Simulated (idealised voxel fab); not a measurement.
Presented below is a process module, voxel capacitor over wiring.
Each square cell in cross-section cut measures 5 nm, and the section as a whole is 245 nm wide.
Cross-section layout: square cells on a grid; listed as bands, top to bottom; a band spans one or more cell rows. Basically the band line says how high the top is and how high the bottom is, in nm, and then what's in it from left to right, every material with its width in nm. Empty space shows up as "empty", and if a single material carries "everywhere" it runs the full band edge to edge. Convention: height 0 is the level below which the wafer, as received, is all one material. The lowest band does not terminate at the bottom but continues downward, represented as "z 0 and below". Per-row width for "30 to 40": begins at first number (top row of band), ends at second number (bottom row), increment between rows held constant. Where a step carries "changes: none", the cross-section came out of it unchanged, cell for cell. The label "Closed internal voids" introduces a list of the empty spaces, 8 cells or larger, that have no open way up to the top; each entry in it reads width x height at distance, where the distance is taken from the left edge and all three are stated in nm. Text after the settings on a step's line: the simulator's own remark on that step. On any step carrying a mask, the "overlay nm" setting, if present on the step's line, tells how far right of its planned place the mask lay; negative values point to the left.

# List of planned process steps
1. RECEIVE [material Si]
2. CONFORMAL_DEP [material SiO2] [thk nm 15]
3. DIRECTIONAL_DEP [material TiN] [thk nm 5]
4. DIRECTIONAL_DEP [material W] [thk nm 20]
5. DIRECTIONAL_DEP [material aC] [thk nm 15]
6. PATTERN [tone cover] [mask id METAL_1] [material resist] [width nm 30] [pitch nm 90] [thk nm 35] [overlay nm 0]
7. DIRECTIONAL_ETCH [etch materials aC] [depth nm 15]
8. STRIP [etch materials resist]
9. DIRECTIONAL_ETCH [etch materials W] [depth nm 20]
10. DIRECTIONAL_ETCH [etch materials TiN] [depth nm 5]
11. STRIP [etch materials aC]
12. FILL_DEP [material lowk] [thk nm 5]
13. CMP [height nm 40]
14. CONFORMAL_DEP [material SiCN] [thk nm 5]
15. DIRECTIONAL_DEP [material lowk] [thk nm 10]
16. DIRECTIONAL_DEP [material aC] [thk nm 10]
17. PATTERN [tone open] [mask id PLUG_1] [material resist] [width nm 15] [thk nm 25] [overlay nm 0]
18. DIRECTIONAL_ETCH [etch materials aC] [depth nm 10]
19. STRIP [etch materials resist]
20. DIRECTIONAL_ETCH [etch materials lowk] [depth nm 10]
21. DIRECTIONAL_ETCH [etch materials SiCN] [depth nm 5]
22. STRIP [etch materials aC]
23. EPI [material Ru] [thk nm 10]
24. EPI [material Ru] [thk nm 5]
25. DIRECTIONAL_DEP [material TiN] [thk nm 5]
26. DIRECTIONAL_DEP [material Al2O3] [thk nm 5]
27. DIRECTIONAL_DEP [material TiN] [thk nm 5]
28. PATTERN [tone cover] [mask id UPPER_PLATE] [material resist] [width nm 65] [thk nm 15] [overlay nm 0]
29. DIRECTIONAL_ETCH [etch materials TiN] [depth nm 5]
30. DIRECTIONAL_ETCH [etch materials Al2O3] [depth nm 5]
31. STRIP [etch materials resist]
32. DIRECTIONAL_DEP [material aC] [thk nm 10]
33. PATTERN [tone cover] [mask id LOWER_PLATE] [material resist] [width nm 75] [thk nm 30] [overlay nm 0]
34. DIRECTIONAL_ETCH [etch materials aC] [depth nm 10]
35. STRIP [etch materials resist]
36. DIRECTIONAL_ETCH [etch materials TiN] [depth nm 5]
37. STRIP [etch materials aC]
38. FILL_DEP [material SiO2] [thk nm 15]
39. CMP [height nm 80]
40. PATTERN [tone open] [mask id PLUG_2] [material resist] [width nm 15] [thk nm 15] [overlay nm 0]
41. DIRECTIONAL_ETCH [etch materials SiO2] [depth nm 10]
42. STRIP [etch materials resist]
43. CONFORMAL_DEP [material TiN] [thk nm 5]
44. FILL_DEP [material Cu] [thk nm 10]
45. CMP [height nm 80]
46. CONFORMAL_DEP [material SiN] [thk nm 5]

# Step 1 complete: cross-section of the wafer as received
z 0 and below | Si everywhere
Closed internal voids: none

# Sectioned view, first of two wafers, at the close of the module, processed as intended in the plan
z 85 to 80 | SiN everywhere
z 80 to 75 | SiO2: 85, then TiN: 5, then Cu: 5, then TiN: 5, then SiO2: 145
z 75 to 65 | SiO2: 85 to 75, then TiN: 15 to 65, then SiO2: 145 to 105
z 65 to 60 | SiO2: 75, then Al2O3: 65, then SiO2: 105
z 60 to 55 | SiO2: 70, then TiN: 75, then SiO2: 100
z 55 to 45 | lowk: 75, then Ru: 15, then lowk: 155
z 45 to 40 | SiCN: 75, then Ru: 15, then SiCN: 155
z 40 to 20 | lowk: 60, then W: 30, then lowk: 60, then W: 30, then lowk: 65
z 20 to 15 | lowk: 60, then TiN: 30, then lowk: 60, then TiN: 30, then lowk: 65
z 15 to 0 | SiO2 everywhere
z 0 and below | Si everywhere
Closed internal voids: none

# End of module, second wafer, cross-section. Started like the first, planned like the first, run with one mistake
z 85 to 80 | SiN everywhere
z 80 to 75 | SiO2: 85, then TiN: 5, then Cu: 5, then TiN: 5, then SiO2: 145
z 75 to 65 | SiO2: 85 to 75, then TiN: 15 to 65, then SiO2: 145 to 105
z 65 to 60 | SiO2: 75, then Al2O3: 65, then SiO2: 105
z 60 to 55 | SiO2: 65, then TiN: 85, then SiO2: 95
z 55 to 45 | lowk: 75, then Ru: 15, then lowk: 155
z 45 to 40 | SiCN: 75, then Ru: 15, then SiCN: 155
z 40 to 20 | lowk: 60, then W: 30, then lowk: 60, then W: 30, then lowk: 65
z 20 to 15 | lowk: 60, then TiN: 30, then lowk: 60, then TiN: 30, then lowk: 65
z 15 to 0 | SiO2 everywhere
z 0 and below | Si everywhere
Closed internal voids: none
What broke from the plan during processing? step 33 did not use the planned setting and instead ran as PATTERN [tone cover] [mask id LOWER_PLATE] [material resist] [width nm 85] [thk nm 30] [overlay nm 0]
Final comparison by cell count, materials where the second wafer has more or fewer than the first: -2 SiO2; +2 TiN
